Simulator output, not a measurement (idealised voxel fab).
process module | voxel gate over fins
cross-section cut | 290 nm wide | cells 5 nm
A cross-section is a grid of square cells, given in bands from the top down. A band is one or more rows of cells.
Each band's line starts with the height of the band's top and of its bottom, in nm. Then come its materials from left to right, each with its width in nm. One material with "throughout" fills the band from edge to edge. "air" is empty space.
Height 0 is the level under which the wafer as received is all one material. The lowest band goes on downwards, as in "0 down".
A width such as "30 to 40" changes by the same amount from each row of cells to the next, from the band's top row to its bottom row.
"no change" after a step means that no cell of the cross-section changed.
closed voids: empty space of 8 cells or more with no open way to the top, each as width x height at its distance from the left edge, in nm
after a step's settings: what the simulator itself notes on the step
overlay nm, on a step with a mask: how far to the right of its planned place the mask lay; to the left if negative
plan
1 op RECEIVE | material Si
2 op CONFORMAL_DEP | material SiN | thk nm 10
3 op MASKED_ETCH | tone cover | mask id FINS | width nm 15 | pitch nm 40 | etch materials SiN | depth nm 10 | overlay nm 0
4 op MASKED_ETCH | tone cover | mask id FINS | width nm 15 | pitch nm 40 | etch materials Si | depth nm 30 | overlay nm 0
5 op FILL_DEP | material SiO2 | thk nm 5
6 op CMP | height nm 10
7 op SELECTIVE_ETCH | etch materials SiO2 | depth nm 25
8 op STRIP | etch materials SiN
9 op CONFORMAL_DEP | material HfO2 | thk nm 5
10 op CONFORMAL_DEP | material TiN | thk nm 5
11 op CONFORMAL_DEP | material TiAl | thk nm 5
12 op CONFORMAL_DEP | material TiN | thk nm 5
13 op FILL_DEP | material W | thk nm 10
14 op CMP | height nm 25
15 op CONFORMAL_DEP | material SiCN | thk nm 10
as received, after step 1
  0 down: Si throughout
  closed voids: none
a wafer at the end: this start, this plan, one mistake
  35 to 25: SiCN throughout
  25 to 20: W throughout
  20 to 15: W 95 | TiN 95 | W 100
  15 to 10: W 95 | TiN 5 | TiAl 85 | TiN 5 | W 100
  10 to 5: W 95 | TiN 5 | TiAl 5 | HfO2 35 | TiAl 5 | HfO2 35 | TiAl 5 | TiN 5 | W 100
  5 to 0: TiN 100 | TiAl 5 | HfO2 5 | TiN 25 | HfO2 5 | TiAl 5 | HfO2 5 | TiN 25 | HfO2 5 | TiAl 5 | TiN 105
  0 to -5: TiAl 105 | HfO2 5 | TiN 5 | Si 15 | TiN 5 | HfO2 5 | TiAl 5 | HfO2 5 | TiN 5 | Si 15 | TiN 5 | HfO2 5 | TiAl 110
  -5 to -10: HfO2 110 | TiN 5 | Si 15 | TiN 5 | HfO2 15 | TiN 5 | Si 15 | TiN 5 | HfO2 115
  -10 to -15: TiN 115 | Si 15 | TiN 25 | Si 15 | TiN 120
  -15 to -30: SiO2 115 | Si 15 | SiO2 25 | Si 15 | SiO2 120
  -30 down: Si throughout
  closed voids: none
what went wrong: steps 9 and 10 were swapped
